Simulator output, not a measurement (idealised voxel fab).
The name of this process module is voxel self aligned vias.
Displayed cross-section: cut, width of 220 nm, square cells sized 5 nm.
Just so we're on the same page, the cross-sections are grids of square cells, and they're listed out in bands top to bottom, each band one or more rows deep. Heights first: top, then bottom, in nm. Then materials, left to right, each with a width in nm. "throughout" on a single material: fills the band edge to edge. "empty": empty space. The reference from which all heights are counted is 0, the level beneath which the as-received wafer is entirely one material; the lowest band, having no lower bound, proceeds downward and is written after the example "top 0, no bottom". A two-number width, for instance "30->40", indicates that the width is equal to the first number in the top row of the band and to the second number in the bottom row, and that it changes by a constant amount per row of cells. "nothing different" after a step means that no cell of the cross-section changed. Empty spaces without an open route to the top, at least 8 cells in extent, make up the entry "Unvented voids"; each is given as width x height at distance, where the distance is measured from the left edge, and all are in nm. It should be noted that, on the line of a given step, the content following the step's settings is a remark produced by the simulator itself with respect to that step. overlay nm: on a step with a mask, how far right of its planned place the mask lay; negative means left.

**Process steps foreseen in the plan**
1,RECEIVE (material Si)
2,CONFORMAL_DEP (material SiO2; thk nm 10)
3,CONFORMAL_DEP (material SiCN; thk nm 5)
4,DIRECTIONAL_DEP (material lowk; thk nm 20)
5,PATTERN (tone open; mask id LINES; material resist; width nm 25; pitch nm 70; thk nm 15; overlay nm 0)
6,DIRECTIONAL_ETCH (etch materials lowk; depth nm 20)
7,STRIP (etch materials resist)
8,CONFORMAL_DEP (material TiN; thk nm 5)
9,FILL_DEP (material W; thk nm 5)
10,CMP (height nm 35)
11,SELECTIVE_ETCH (etch materials W Ru TiN; depth nm 5)
12,FILL_DEP (material SiN; thk nm 5)
13,CMP (height nm 35)
14,DIRECTIONAL_DEP (material lowk; thk nm 20)
15,PATTERN (tone open; mask id VIAS; material resist; width nm 45; thk nm 20; overlay nm 0)
16,DIRECTIONAL_ETCH (etch materials lowk; depth nm 20)
17,DIRECTIONAL_ETCH (etch materials SiN; depth nm 5)
18,STRIP (etch materials resist)
19,CONFORMAL_DEP (material TiN; thk nm 5)
20,FILL_DEP (material W; thk nm 5)
21,CMP (height nm 55)
22,CONFORMAL_DEP (material SiCN; thk nm 5)

**Received-state cross-section, reflecting completion of step 1**
    top 0, no bottom  Si throughout
    Unvented voids: none

**Cross-section, end of module. Start: as above. Plan: as above. Execution: one mistake**
    top 60, bottom 55  SiCN throughout
    top 55, bottom 35  50 lowk, then 5 TiN, then 35 W, then 5 TiN, then 125 lowk
    top 35, bottom 30  50 lowk, then 45 TiN, then 35 lowk, then 25 SiN, then 65 lowk
    top 30, bottom 20  50 lowk, then 15 TiN, then 15 W, then 15 TiN, then 35 lowk, then 5 TiN, then 15 W, then 5 TiN, then 65 lowk
    top 20, bottom 15  50 lowk, then 45 TiN, then 35 lowk, then 25 TiN, then 65 lowk
    top 15, bottom 10  SiCN throughout
    top 10, bottom 0  SiO2 throughout
    top 0, no bottom  Si throughout
    Unvented voids: none
what went wrong: step 16 of the plan was twice carried out
